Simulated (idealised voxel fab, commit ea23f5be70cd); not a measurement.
Process module, titled voxel ribs on slabs
Displayed cross-section: cut, width of 190 nm, square cells sized 5 nm.
Cross-section layout: square cells on a grid; listed as bands, top to bottom; a band spans one or more cell rows.
It is stipulated that each band's entry specify, in nanometres, the height of the top of the band and then that of its bottom, followed by the materials of the band in left-to-right sequence, each together with its width in nanometres. A single material marked by the word "full width" is understood to fill the band from edge to edge; the word "air" is understood to denote empty space.
Height reference: 0 = level under which incoming wafer is all one material. Lowest band: no bottom, runs on downward, e.g. "0 -> down".
Per-row width for "30->40": begins at first number (top row of band), ends at second number (bottom row), increment between rows held constant.
A step reported as "everything unchanged" is a step in which no cell of the cross-section changed.
Look at "Closed void listing" for the closed voids: empty spaces with no open path to the top, sized 8 cells or up. Each is width x height at distance, distance from the left edge, all nm.
Note: text after step settings on the step line = simulator remark on that step.
overlay nm: on a step with a mask, how far right of its planned place the mask lay; negative means left.
-- Intended process steps
1 RECEIVE,material Si
2 DIRECTIONAL_DEP,material SiO2,thk nm 20
3 DIRECTIONAL_DEP,material SiN,thk nm 20
4 DIRECTIONAL_DEP,material aC,thk nm 15
5 PATTERN,tone cover,mask id RIB,material resist,width nm 20,thk nm 30,overlay nm 0
6 DIRECTIONAL_ETCH,etch materials aC,depth nm 15
7 STRIP,etch materials resist
8 DIRECTIONAL_ETCH,etch materials SiN,depth nm 10
9 STRIP,etch materials aC
10 PATTERN,tone cover,mask id SLAB,material resist,width nm 70,thk nm 15,overlay nm 0
11 DIRECTIONAL_ETCH,etch materials SiN,depth nm 10
12 STRIP,etch materials resist
13 FILL_DEP,material SiO2,thk nm 30
14 CMP,height nm 60
15 DIRECTIONAL_DEP,material W,thk nm 5
16 DIRECTIONAL_DEP,material aC,thk nm 15
17 PATTERN,tone cover,mask id HEATER,material resist,width nm 30,thk nm 30,overlay nm 0
18 DIRECTIONAL_ETCH,etch materials aC,depth nm 15
19 STRIP,etch materials resist
20 DIRECTIONAL_ETCH,etch materials W,depth nm 5
21 STRIP,etch materials aC
22 CONFORMAL_DEP,material SiN,thk nm 5
-- Cross-sectional view of the wafer in its as-received condition, corresponding to the state after step 1
	0 -> down  Si full width
	Closed void listing: none
-- Figure: cross-sectional view of the wafer upon completion of the module, processed from the initial state and according to the plan depicted above, with one error introduced during execution
	70 -> 65  75 air  40 SiN  75 air
	65 -> 60  80 SiN  30 W  80 SiN
	60 -> 45  SiO2 full width
	45 -> 35  60 SiO2  70 SiN  60 SiO2
	35 -> 20  aC full width
	20 -> 0  SiO2 full width
	0 -> down  Si full width
	Closed void listing: none
Which mistake was made when the wafer was run? note: step 3 <-> step 4, run order reversed vs plan
